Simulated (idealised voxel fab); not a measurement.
process module | voxel trench capacitor
cross-section cut | 205 nm wide | cells 5 nm
A cross-section is a grid of square cells, given in bands from the top down. A band is one or more rows of cells.
Each band's line starts with the height of the band's top and of its bottom, in nm. Then come its materials from left to right, each with its width in nm. One material with "throughout" fills the band from edge to edge. "air" is empty space.
Height 0 is the level under which the wafer as received is all one material. The lowest band goes on downwards, as in "0 down".
A width such as "30 to 40" changes by the same amount from each row of cells to the next, from the band's top row to its bottom row.
"no change" after a step means that no cell of the cross-section changed.
closed voids: empty space of 8 cells or more with no open way to the top, each as width x height at its distance from the left edge, in nm
after a step's settings: what the simulator itself notes on the step
overlay nm, on a step with a mask: how far to the right of its planned place the mask lay; to the left if negative
plan
1 op RECEIVE | material Si
2 op CONFORMAL_DEP | material SiN | thk nm 10
3 op MASKED_ETCH | tone open | mask id TRENCH | width nm 25 | pitch nm 40 | etch materials SiN | depth nm 10 | overlay nm 0
4 op MASKED_ETCH | tone open | mask id TRENCH | width nm 25 | pitch nm 40 | etch materials Si | depth nm 30 | overlay nm 0
5 op CONFORMAL_DEP | material SiO2 | thk nm 5
6 op FILL_DEP | material polySi | thk nm 5
7 op CMP | height nm 10
as received, after step 1
  0 down: Si throughout
  closed voids: none
a wafer at the end: this start, this plan, one mistake
  10 to 0: SiN 75 | SiO2 5 | polySi 10 | SiO2 5 | SiN 20 | SiO2 5 | polySi 10 | SiO2 5 | SiN 70
  0 to -25: Si 75 | SiO2 5 | polySi 10 | SiO2 5 | Si 20 | SiO2 5 | polySi 10 | SiO2 5 | Si 70
  -25 to -30: Si 75 | SiO2 20 | Si 20 | SiO2 20 | Si 70
  -30 down: Si throughout
  closed voids: none
what went wrong: step 3 ran as: op MASKED_ETCH | tone open | mask id TRENCH | width nm 20 | pitch nm 40 | etch materials SiN | depth nm 10 | overlay nm 0
